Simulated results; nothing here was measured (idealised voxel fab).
Herein follows the process module entitled voxel plated lines.
Xsec cut, 270 nm wide, square cell size 5 nm.
In this document a cross-section is written as a grid of square cells. It is given as a series of bands, listed from the top down, and a band is one or more rows of cells. The band entry comprises the height of the band's top followed by the height of its bottom, expressed in nm, and subsequently the band's materials from left to right, each stated together with its width in nm. Where a single material is marked with the word "everywhere", that material fills the band from edge to edge. The word "blank" represents empty space. Ref level 0: as-received wafer is one material below here. Bottom band extends down with no lower bound ("0 nm and below"). A two-number width, for instance "30..40", indicates that the width is equal to the first number in the top row of the band and to the second number in the bottom row, and that it changes by a constant amount per row of cells. When a step is marked "nothing different", none of the cells in the cross-section changed during that step. "Fully enclosed voids" lists enclosed empty spaces (at least 8 cells, no open path upward to the top), each as width x height at distance from the left edge, in nm. Heads up: the bit after the settings on a step's line is the simulator's remark on that step. Regarding "overlay nm": on a step with a mask, it is the distance the mask lay to the right of its planned place; a negative value places it to the left.
**plan**
1. RECEIVE [material Si]
2. CONFORMAL_DEP [material SiN] [thk nm 5]
3. DIRECTIONAL_DEP [material TiN] [thk nm 5]
4. PATTERN [tone open] [mask id LINES] [material resist] [width nm 20] [pitch nm 40] [thk nm 20] [overlay nm 0]
5. EPI [material Ru] [thk nm 5]
6. STRIP [etch materials resist]
7. DIRECTIONAL_ETCH [etch materials TiN] [depth nm 5]
8. CONFORMAL_DEP [material SiCN] [thk nm 5]
Keep in mind the plan's value for the thk nm of step 3 comes from the first wafer; the wafers don't share that setting, but they do share the same starting point.
**As received, i.e. after step 1: cross-section through the first of several wafers**
	0 nm and below = Si everywhere
	Fully enclosed voids: none
**End of module, by wafer: material-by-material cell gain (+) or loss (-) since receipt, then closed voids**
thk nm 5; +8 Ru; +62 SiCN; +54 SiN; +8 TiN; Fully enclosed voids: none
thk nm 10; +8 Ru; +62 SiCN; +54 SiN; +62 TiN; Fully enclosed voids: none
thk nm 15; +8 Ru; +62 SiCN; +54 SiN; +116 TiN; Fully enclosed voids: none
thk nm 20; +8 Ru; +62 SiCN; +54 SiN; +170 TiN; Fully enclosed voids: none
